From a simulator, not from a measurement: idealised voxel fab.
voxel wiring stack: a process module
Cross-section cut spans 250 nm and uses square cells 5 nm in size.
Each cross-section below is a grid of square cells, stated as bands in top-down order, with one or more rows of cells making up each band. The entry gives the band's vertical extent as a top height and a bottom height in nm, then its horizontal make-up as materials from left to right, each with a width in nm. "air" stands for empty space; a single material marked "all across" fills the band edge to edge. Counting heights begins at 0, where everything beneath is, in the wafer as received, one material. The lowest band has no bottom; it goes on downwards, as "from 0 down" shows. Note: "30..40" means the width goes from the first number (top row of the band) to the second number (bottom row) in equal steps per row of cells. Given "no alterations made" for a step, no cell of the cross-section differs between before and after that step. "closed voids" means: voids of 8 cells or more that are shut off from the top with no open way through. Written width x height at distance, distance from the left edge, in nm. Where a step's line continues beyond its settings, the continuation is a remark by the simulator itself on that step. Among the settings permitted on a step's line is "overlay nm"; applied to a step with a mask, it specifies the extent to which the mask lay to the right of its planned position, whereas a negative figure signifies a position to the left.

**The following list gives the planned process steps**
1. op RECEIVE | material Si
2. op CONFORMAL_DEP | material SiO2 | thk nm 10
3. op DIRECTIONAL_DEP | material TiN | thk nm 5
4. op DIRECTIONAL_DEP | material Ru | thk nm 15
5. op DIRECTIONAL_DEP | material aC | thk nm 10
6. op PATTERN | tone cover | mask id METAL_1 | material resist | width nm 30 | pitch nm 50 | thk nm 25 | overlay nm 0
7. op DIRECTIONAL_ETCH | etch materials aC | depth nm 10
8. op STRIP | etch materials resist
9. op DIRECTIONAL_ETCH | etch materials Ru | depth nm 15
10. op DIRECTIONAL_ETCH | etch materials TiN | depth nm 5
11. op STRIP | etch materials aC
12. op FILL_DEP | material SiO2 | thk nm 5
13. op CMP | height nm 30
14. op CONFORMAL_DEP | material SiCN | thk nm 5
15. op DIRECTIONAL_DEP | material lowk | thk nm 30
16. op MASKED_ETCH | tone open | mask id METAL_2 | width nm 30 | pitch nm 50 | etch materials lowk | depth nm 20 | overlay nm 0
17. op MASKED_ETCH | tone open | mask id METAL_2_HOLES | width nm 15 | pitch nm 100 | etch materials lowk | depth nm 10 | overlay nm 0
18. op MASKED_ETCH | tone open | mask id METAL_2_HOLES | width nm 15 | pitch nm 100 | etch materials SiCN | depth nm 5 | overlay nm 0
19. op CONFORMAL_DEP | material TiN | thk nm 5
20. op FILL_DEP | material Ru | thk nm 5
21. op CMP | height nm 65
22. op CONFORMAL_DEP | material SiCN | thk nm 5
23. op DIRECTIONAL_DEP | material lowk | thk nm 10
24. op PATTERN | tone open | mask id PLUG_2 | material resist | width nm 15 | pitch nm 50 | thk nm 20 | overlay nm 0
25. op DIRECTIONAL_ETCH | etch materials lowk | depth nm 10
26. op DIRECTIONAL_ETCH | etch materials SiCN | depth nm 5
27. op STRIP | etch materials resist
28. op EPI | material Ru | thk nm 10
29. op EPI | material Ru | thk nm 5
30. op CONFORMAL_DEP | material SiCN | thk nm 5
31. op DIRECTIONAL_DEP | material SiO2 | thk nm 25
32. op PATTERN | tone open | mask id METAL_3 | material resist | width nm 30 | pitch nm 50 | thk nm 15 | overlay nm 0
33. op DIRECTIONAL_ETCH | etch materials SiO2 | depth nm 25
34. op DIRECTIONAL_ETCH | etch materials SiCN | depth nm 5
35. op STRIP | etch materials resist
36. op CONFORMAL_DEP | material TiN | thk nm 5
37. op FILL_DEP | material Ru | thk nm 5
38. op CMP | height nm 110
39. op CONFORMAL_DEP | material SiN | thk nm 5

**Wafer cross-section on receipt, i.e. after step 1**
from 0 down = Si all across
closed voids: none

**Here's the wafer cut in cross-section after the module, started and planned just like above, except one thing was done wrong in the run**
from 115 to 110 = SiN all across
from 110 to 85 = SiO2 60, TiN 5, Ru 20, TiN 5, SiO2 20, TiN 5, Ru 20, TiN 5, SiO2 20, TiN 5, Ru 20, TiN 5, SiO2 60
from 85 to 80 = SiCN 60, TiN 30, SiCN 20, TiN 30, SiCN 20, TiN 30, SiCN 60
from 80 to 70 = lowk 60, Ru 15, lowk 35, Ru 15, lowk 35, Ru 15, lowk 75
from 70 to 65 = SiCN 60, Ru 15, SiCN 35, Ru 15, SiCN 35, Ru 15, SiCN 75
from 65 to 60 = Ru all across
from 60 to 55 = TiN 65, Ru 20, TiN 30, Ru 20, TiN 30, Ru 20, TiN 65
from 55 to 40 = lowk 60, TiN 5, Ru 20, TiN 5, lowk 20, TiN 5, Ru 20, TiN 5, lowk 20, TiN 5, Ru 20, TiN 5, lowk 60
from 40 to 35 = lowk 60, TiN 5, Ru 5, TiN 20, lowk 20, TiN 30, lowk 20, TiN 5, Ru 5, TiN 20, lowk 60
from 35 to 25 = lowk 60, TiN 5, Ru 5, TiN 5, lowk 85, TiN 5, Ru 5, TiN 5, lowk 75
from 25 to 20 = SiCN 60, TiN 15, SiCN 85, TiN 15, SiCN 75
from 20 to 15 = SiO2 60, Ru 30, SiO2 20, Ru 30, SiO2 20, Ru 30, SiO2 60
from 15 to 10 = SiO2 60, TiN 30, SiO2 20, TiN 30, SiO2 20, TiN 30, SiO2 60
from 10 to 0 = SiO2 all across
from 0 down = Si all across
closed voids: none
Heads up, the wafer didn't run the way we planned it: step 13 was not run as planned; what actually ran was op CMP | height nm 20
